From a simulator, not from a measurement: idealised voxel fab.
The document below concerns the process module designated voxel air gaps.
cross-section cut | 170 nm wide | cells 5 nm
Cross-section layout: square cells on a grid; listed as bands, top to bottom; a band spans one or more cell rows.
Each band's line starts with the height of the band's top and of its bottom, in nm. Then come its materials from left to right, each with its width in nm. One material with "full width" fills the band from edge to edge. "air" is empty space.
For the purposes of this specification, 0 denotes the height below which the wafer in its as-received condition is composed wholly of one material, and the lowermost band, lacking a lower limit, extends downward without end, as expressed in "0 -> down".
Graded width ("30 to 40"): value in top row of band = first number; value in bottom row = second number; row-to-row change constant.
Where the words "remains unaltered" appear for a step, the cross-section shows no cell changed by that step; every cell remained as before.
The list in "Closed void list" covers empty spaces of 8 cells or more that cannot reach the top through any open way, and it gives each as width x height at distance; the distance is from the left edge, and width, height and distance are in nm.
Heads up: the bit after the settings on a step's line is the simulator's remark on that step.
overlay nm, on a step with a mask: how far to the right of its planned place the mask lay; to the left if negative

[Process steps foreseen in the plan]
1. RECEIVE, material Si
2. CONFORMAL_DEP, material SiO2, thk nm 15
3. CONFORMAL_DEP, material SiCN, thk nm 5
4. DIRECTIONAL_DEP, material SiO2, thk nm 40
5. PATTERN, tone open, mask id LINES, material resist, width nm 25, pitch nm 50, thk nm 15, overlay nm 0
6. DIRECTIONAL_ETCH, etch materials SiO2, depth nm 40
7. STRIP, etch materials resist
8. CONFORMAL_DEP, material TiN, thk nm 5
9. FILL_DEP, material Cu, thk nm 5
10. CMP, height nm 60
11. EPI, material Ru, thk nm 10
12. SELECTIVE_ETCH, etch materials SiO2, depth nm 50
13. CONFORMAL_DEP, material SiCN, thk nm 5

[Wafer, first of two, run as planned]

[Cross-section of the wafer upon arrival, representing the state reached after step 1]
* 0 -> down  Si full width
* Closed void list: none

[Wafer xsec, post step 2]
* 15 -> 0  SiO2 full width
* Note: structure below 0 unchanged.

[Wafer xsec, post step 3]
* 20 -> 15  SiCN full width
* Note: structure below 15 unchanged.

[Wafer xsec, post step 4]
* 60 -> 20  SiO2 full width
* Note: structure below 20 unchanged.

[Wafer xsec, post step 5]
* 75 -> 60  resist=20, then air=25, then resist=25, then air=25, then resist=25, then air=25, then resist=25
* Note: structure below 60 unchanged.

[Wafer xsec, post step 6]
* 75 -> 60  resist=20, then air=25, then resist=25, then air=25, then resist=25, then air=25, then resist=25
* 60 -> 20  SiO2=20, then air=25, then SiO2=25, then air=25, then SiO2=25, then air=25, then SiO2=25
* Note: structure below 20 unchanged.

[Wafer xsec, post step 7]
* 60 -> 20  SiO2=20, then air=25, then SiO2=25, then air=25, then SiO2=25, then air=25, then SiO2=25
* Note: structure below 20 unchanged.

[Wafer xsec, post step 8]
* 65 -> 60  TiN=25, then air=15, then TiN=35, then air=15, then TiN=35, then air=15, then TiN=30
* 60 -> 25  SiO2=20, then TiN=5, then air=15, then TiN=5, then SiO2=25, then TiN=5, then air=15, then TiN=5, then SiO2=25, then TiN=5, then air=15, then TiN=5, then SiO2=25
* 25 -> 20  SiO2=20, then TiN=25, then SiO2=25, then TiN=25, then SiO2=25, then TiN=25, then SiO2=25
* Note: structure below 20 unchanged.

[Wafer xsec, post step 9]
* 70 -> 65  Cu full width
* 65 -> 60  TiN=25, then Cu=15, then TiN=35, then Cu=15, then TiN=35, then Cu=15, then TiN=30
* 60 -> 25  SiO2=20, then TiN=5, then Cu=15, then TiN=5, then SiO2=25, then TiN=5, then Cu=15, then TiN=5, then SiO2=25, then TiN=5, then Cu=15, then TiN=5, then SiO2=25
* Note: structure below 25 unchanged.

[Wafer xsec, post step 10]
* 60 -> 25  SiO2=20, then TiN=5, then Cu=15, then TiN=5, then SiO2=25, then TiN=5, then Cu=15, then TiN=5, then SiO2=25, then TiN=5, then Cu=15, then TiN=5, then SiO2=25
* Note: structure below 25 unchanged.

[Wafer xsec, post step 11]
* 70 -> 60  air=10, then Ru=45, then air=5, then Ru=45, then air=5, then Ru=45, then air=15
* Note: structure below 60 unchanged.

[Wafer xsec, post step 12]
* 70 -> 60  air=10, then Ru=45, then air=5, then Ru=45, then air=5, then Ru=45, then air=15
* 60 -> 25  air=20, then TiN=5, then Cu=15, then TiN=5, then air=25, then TiN=5, then Cu=15, then TiN=5, then air=25, then TiN=5, then Cu=15, then TiN=5, then air=25
* 25 -> 20  air=20, then TiN=25, then air=25, then TiN=25, then air=25, then TiN=25, then air=25
* Note: structure below 20 unchanged.

[Wafer xsec, post step 13]
* 75 -> 70  air=5, then SiCN=155, then air=10
* 70 -> 60  air=5, then SiCN=5, then Ru=45, then SiCN=5, then Ru=45, then SiCN=5, then Ru=45, then SiCN=5, then air=10
* 60 -> 55  air=5, then SiCN=15, then TiN=5, then Cu=15, then TiN=5, then SiCN=25, then TiN=5, then Cu=15, then TiN=5, then SiCN=25, then TiN=5, then Cu=15, then TiN=5, then SiCN=15, then air=10
* 55 -> 25  air=15, then SiCN=5, then TiN=5, then Cu=15, then TiN=5, then SiCN=5, then air=15, then SiCN=5, then TiN=5, then Cu=15, then TiN=5, then SiCN=5, then air=15, then SiCN=5, then TiN=5, then Cu=15, then TiN=5, then SiCN=5, then air=20
* 25 -> 20  SiCN=20, then TiN=25, then SiCN=25, then TiN=25, then SiCN=25, then TiN=25, then SiCN=25
* Note: structure below 20 unchanged.
* Closed void list: 15 x 30 at 50; 15 x 30 at 100

[The Second Wafer: Common Origin and Plan, One Mistake in Execution, Identical to the First Through Step 4]

[X-section, second wafer, when step 5 was due to finish]
* 75 -> 60  resist=25, then air=25, then resist=25, then air=25, then resist=25, then air=25, then resist=20
* Note: structure below 60 unchanged.

[X-section, second wafer, when step 6 was due to finish]
* 75 -> 60  resist=25, then air=25, then resist=25, then air=25, then resist=25, then air=25, then resist=20
* 60 -> 20  SiO2=25, then air=25, then SiO2=25, then air=25, then SiO2=25, then air=25, then SiO2=20
* Note: structure below 20 unchanged.

[X-section, second wafer, when step 7 was due to finish]
* 60 -> 20  SiO2=25, then air=25, then SiO2=25, then air=25, then SiO2=25, then air=25, then SiO2=20
* Note: structure below 20 unchanged.

[X-section, second wafer, when step 8 was due to finish]
* 65 -> 60  TiN=30, then air=15, then TiN=35, then air=15, then TiN=35, then air=15, then TiN=25
* 60 -> 25  SiO2=25, then TiN=5, then air=15, then TiN=5, then SiO2=25, then TiN=5, then air=15, then TiN=5, then SiO2=25, then TiN=5, then air=15, then TiN=5, then SiO2=20
* 25 -> 20  SiO2=25, then TiN=25, then SiO2=25, then TiN=25, then SiO2=25, then TiN=25, then SiO2=20
* Note: structure below 20 unchanged.

[X-section, second wafer, when step 9 was due to finish]
* 70 -> 65  Cu full width
* 65 -> 60  TiN=30, then Cu=15, then TiN=35, then Cu=15, then TiN=35, then Cu=15, then TiN=25
* 60 -> 25  SiO2=25, then TiN=5, then Cu=15, then TiN=5, then SiO2=25, then TiN=5, then Cu=15, then TiN=5, then SiO2=25, then TiN=5, then Cu=15, then TiN=5, then SiO2=20
* Note: structure below 25 unchanged.

[X-section, second wafer, when step 10 was due to finish]
* 60 -> 25  SiO2=25, then TiN=5, then Cu=15, then TiN=5, then SiO2=25, then TiN=5, then Cu=15, then TiN=5, then SiO2=25, then TiN=5, then Cu=15, then TiN=5, then SiO2=20
* Note: structure below 25 unchanged.

[X-section, second wafer, when step 11 was due to finish]
* 70 -> 60  air=15, then Ru=45, then air=5, then Ru=45, then air=5, then Ru=45, then air=10
* Note: structure below 60 unchanged.

[X-section, second wafer, when step 12 was due to finish]
* 70 -> 60  air=15, then Ru=45, then air=5, then Ru=45, then air=5, then Ru=45, then air=10
* 60 -> 25  air=25, then TiN=5, then Cu=15, then TiN=5, then air=25, then TiN=5, then Cu=15, then TiN=5, then air=25, then TiN=5, then Cu=15, then TiN=5, then air=20
* 25 -> 20  air=25, then TiN=25, then air=25, then TiN=25, then air=25, then TiN=25, then air=20
* Note: structure below 20 unchanged.

[X-section, second wafer, when step 13 was due to finish]
* 75 -> 70  air=10, then SiCN=155, then air=5
* 70 -> 60  air=10, then SiCN=5, then Ru=45, then SiCN=5, then Ru=45, then SiCN=5, then Ru=45, then SiCN=5, then air=5
* 60 -> 55  air=10, then SiCN=15, then TiN=5, then Cu=15, then TiN=5, then SiCN=25, then TiN=5, then Cu=15, then TiN=5, then SiCN=25, then TiN=5, then Cu=15, then TiN=5, then SiCN=15, then air=5
* 55 -> 25  air=20, then SiCN=5, then TiN=5, then Cu=15, then TiN=5, then SiCN=5, then air=15, then SiCN=5, then TiN=5, then Cu=15, then TiN=5, then SiCN=5, then air=15, then SiCN=5, then TiN=5, then Cu=15, then TiN=5, then SiCN=5, then air=15
* 25 -> 20  SiCN=25, then TiN=25, then SiCN=25, then TiN=25, then SiCN=25, then TiN=25, then SiCN=20
* Note: structure below 20 unchanged.
* Closed void list: 15 x 30 at 55; 15 x 30 at 105
Error vs. plan: in deviation from the planned setting, step 5 was conducted as PATTERN, tone open, mask id LINES, material resist, width nm 25, pitch nm 50, thk nm 15, overlay nm 5
Same inventory, different map: at the end, the second wafer holds as many cells of each material as the first, placed elsewhere.
